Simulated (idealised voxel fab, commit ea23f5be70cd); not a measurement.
process module | voxel double patterning
cross-section cut | 145 nm wide | cells 5 nm
A cross-section is a grid of square cells, given in bands from the top down. A band is one or more rows of cells.
Each band's line starts with the height of the band's top and of its bottom, in nm. Then come its materials from left to right, each with its width in nm. One material with "throughout" fills the band from edge to edge. "air" is empty space.
Height 0 is the level under which the wafer as received is all one material. The lowest band goes on downwards, as in "0 down".
A width such as "30 to 40" changes by the same amount from each row of cells to the next, from the band's top row to its bottom row.
"no change" after a step means that no cell of the cross-section changed.
closed voids: empty space of 8 cells or more with no open way to the top, each as width x height at its distance from the left edge, in nm
after a step's settings: what the simulator itself notes on the step
overlay nm, on a step with a mask: how far to the right of its planned place the mask lay; to the left if negative
plan
1 op RECEIVE | material Si
2 op CONFORMAL_DEP | material SiO2 | thk nm 10
3 op DIRECTIONAL_DEP | material W | thk nm 15
4 op DIRECTIONAL_DEP | material SiN | thk nm 5
5 op DIRECTIONAL_DEP | material aC | thk nm 15
6 op PATTERN | tone open | mask id FIRST | material resist | width nm 15 | pitch nm 50 | thk nm 30 | overlay nm 0
7 op DIRECTIONAL_ETCH | etch materials aC | depth nm 15
8 op STRIP | etch materials resist
9 op DIRECTIONAL_ETCH | etch materials SiN | depth nm 5
10 op STRIP | etch materials aC
11 op DIRECTIONAL_DEP | material aC | thk nm 15
12 op PATTERN | tone open | mask id SECOND | material resist | width nm 15 | thk nm 30 | overlay nm 0
13 op DIRECTIONAL_ETCH | etch materials aC | depth nm 15
14 op STRIP | etch materials resist
15 op DIRECTIONAL_ETCH | etch materials SiN | depth nm 5
16 op STRIP | etch materials aC
17 op DIRECTIONAL_ETCH | etch materials W | depth nm 15
18 op STRIP | etch materials SiN
first wafer, as planned
as received, after step 1
  0 down: Si throughout
  closed voids: none
after step 2
  10 to 0: SiO2 throughout
  below 0: unchanged
after step 3
  25 to 10: W throughout
  below 10: unchanged
after step 4
  30 to 25: SiN throughout
  below 25: unchanged
after step 5
  45 to 30: aC throughout
  below 30: unchanged
after step 6
  75 to 45: resist 40 | air 15 | resist 35 | air 15 | resist 40
  below 45: unchanged
after step 7
  60 to 45: resist 40 | air 15 | resist 35 | air 15 | resist 40
  45 to 30: aC 40 | air 15 | aC 35 | air 15 | aC 40
  below 30: unchanged
after step 8
  45 to 30: aC 40 | air 15 | aC 35 | air 15 | aC 40
  below 30: unchanged
after step 9
  45 to 30: aC 40 | air 15 | aC 35 | air 15 | aC 40
  30 to 25: SiN 40 | air 15 | SiN 35 | air 15 | SiN 40
  below 25: unchanged
after step 10
  30 to 25: SiN 40 | air 15 | SiN 35 | air 15 | SiN 40
  below 25: unchanged
after step 11
  45 to 40: aC 40 | air 15 | aC 35 | air 15 | aC 40
  40 to 30: aC throughout
  30 to 25: SiN 40 | aC 15 | SiN 35 | aC 15 | SiN 40
  below 25: unchanged
after step 12
  75 to 45: resist 65 | air 15 | resist 65
  45 to 40: aC 40 | resist 15 | aC 35 | resist 15 | aC 40
  below 40: unchanged
after step 13
  60 to 45: resist 65 | air 15 | resist 65
  45 to 40: aC 40 | resist 15 | aC 10 | air 15 | aC 10 | resist 15 | aC 40
  40 to 30: aC 65 | air 15 | aC 65
  below 30: unchanged
after step 14
  45 to 40: aC 40 | air 15 | aC 10 | air 15 | aC 10 | air 15 | aC 40
  below 40: unchanged
after step 15
  45 to 40: aC 40 | air 15 | aC 10 | air 15 | aC 10 | air 15 | aC 40
  40 to 30: aC 65 | air 15 | aC 65
  30 to 25: SiN 40 | aC 15 | SiN 10 | air 15 | SiN 10 | aC 15 | SiN 40
  below 25: unchanged
after step 16
  30 to 25: SiN 40 | air 15 | SiN 10 | air 15 | SiN 10 | air 15 | SiN 40
  below 25: unchanged
after step 17
  30 to 25: SiN 40 | air 15 | SiN 10 | air 15 | SiN 10 | air 15 | SiN 40
  25 to 10: W 40 | air 15 | W 10 | air 15 | W 10 | air 15 | W 40
  below 10: unchanged
after step 18
  25 to 10: W 40 | air 15 | W 10 | air 15 | W 10 | air 15 | W 40
  below 10: unchanged
second wafer: like start, like plan, one mistake. Through step 1 it matches the first wafer
when step 2 should have ended
  15 to 0: W throughout
  below 0: unchanged
when step 3 should have ended
  25 to 15: SiO2 throughout
  below 15: unchanged
when step 4 should have ended
  30 to 25: SiN throughout
  below 25: unchanged
when step 5 should have ended
  45 to 30: aC throughout
  below 30: unchanged
when step 6 should have ended
  75 to 45: resist 40 | air 15 | resist 35 | air 15 | resist 40
  below 45: unchanged
when step 7 should have ended
  60 to 45: resist 40 | air 15 | resist 35 | air 15 | resist 40
  45 to 30: aC 40 | air 15 | aC 35 | air 15 | aC 40
  below 30: unchanged
when step 8 should have ended
  45 to 30: aC 40 | air 15 | aC 35 | air 15 | aC 40
  below 30: unchanged
when step 9 should have ended
  45 to 30: aC 40 | air 15 | aC 35 | air 15 | aC 40
  30 to 25: SiN 40 | air 15 | SiN 35 | air 15 | SiN 40
  below 25: unchanged
when step 10 should have ended
  30 to 25: SiN 40 | air 15 | SiN 35 | air 15 | SiN 40
  below 25: unchanged
when step 11 should have ended
  45 to 40: aC 40 | air 15 | aC 35 | air 15 | aC 40
  40 to 30: aC throughout
  30 to 25: SiN 40 | aC 15 | SiN 35 | aC 15 | SiN 40
  below 25: unchanged
when step 12 should have ended
  75 to 45: resist 65 | air 15 | resist 65
  45 to 40: aC 40 | resist 15 | aC 35 | resist 15 | aC 40
  below 40: unchanged
when step 13 should have ended
  60 to 45: resist 65 | air 15 | resist 65
  45 to 40: aC 40 | resist 15 | aC 10 | air 15 | aC 10 | resist 15 | aC 40
  40 to 30: aC 65 | air 15 | aC 65
  below 30: unchanged
when step 14 should have ended
  45 to 40: aC 40 | air 15 | aC 10 | air 15 | aC 10 | air 15 | aC 40
  below 40: unchanged
when step 15 should have ended
  45 to 40: aC 40 | air 15 | aC 10 | air 15 | aC 10 | air 15 | aC 40
  40 to 30: aC 65 | air 15 | aC 65
  30 to 25: SiN 40 | aC 15 | SiN 10 | air 15 | SiN 10 | aC 15 | SiN 40
  below 25: unchanged
when step 16 should have ended
  30 to 25: SiN 40 | air 15 | SiN 10 | air 15 | SiN 10 | air 15 | SiN 40
  below 25: unchanged
when step 17 should have ended: no change
when step 18 should have ended
  25 to 15: SiO2 throughout
  below 15: unchanged
what went wrong: steps 2 and 3 were swapped
at the end the second wafer has, in cells: 27 more of W
